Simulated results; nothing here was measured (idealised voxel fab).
Herein follows the process module entitled voxel tone inversion.
Shown is cross-section cut, with a width of 240 nm and square cells of size 5 nm.
When this document writes out a cross-section, it uses a grid of square cells and lists it as bands, beginning at the top and moving down, with a band standing for one or more rows of cells. For a band, the entry starts with two heights in nm, that of the top and then that of the bottom, and carries on with the band's materials in order from left to right, each alongside its width in nm; the word "edge to edge" beside a single material means it fills the band edge to edge, and "empty" means empty space. Heights are measured from 0, the level below which the as-received wafer is all one material; the lowest band has no bottom and continues downward, written as in "0 -> down". Top row gets the first number, bottom row gets the second, and each row in between changes by the same step: that is how a band width like "30..40" works. Basically "no modification" means that step didn't change any cell in the cross-section. "Enclosed empty spaces" means: voids of 8 cells or more that are shut off from the top with no open way through. Written width x height at distance, distance from the left edge, in nm. Past the settings on a step's line: simulator remark, on that step. The setting "overlay nm" may be written on the line of a step. When the step uses a mask, the value reports how far to the right of the planned place the mask lay, and a negative value reports that it lay to the left.

PLAN
1 RECEIVE,material Si
2 CONFORMAL_DEP,material SiCN,thk nm 5
3 DIRECTIONAL_DEP,material polySi,thk nm 20
4 PATTERN,tone cover,mask id POSTS,material resist,width nm 25,pitch nm 55,thk nm 30,overlay nm 0
5 DIRECTIONAL_ETCH,etch materials polySi,depth nm 20
6 STRIP,etch materials resist
7 FILL_DEP,material lowk,thk nm 10
8 CMP,height nm 25
9 STRIP,etch materials polySi

CROSS-SECTION, INCOMING MATERIAL, AFTER STEP 1
> 0 -> down | Si edge to edge
> Enclosed empty spaces: none

FIGURE: CROSS-SECTIONAL VIEW OF THE WAFER UPON COMPLETION OF THE MODULE, PROCESSED FROM THE INITIAL STATE AND ACCORDING TO THE PLAN DEPICTED ABOVE, WITH ONE ERROR INTRODUCED DURING EXECUTION
> 25 -> 5 | 50 of lowk; 30 of empty; 25 of lowk; 30 of empty; 25 of lowk; 30 of empty; 50 of lowk
> 5 -> 0 | SiCN edge to edge
> 0 -> down | Si edge to edge
> Enclosed empty spaces: none
Want to know what went wrong? step 4 ran differently from the plan; actual operation with settings: PATTERN,tone cover,mask id POSTS,material resist,width nm 30,pitch nm 55,thk nm 30,overlay nm 0
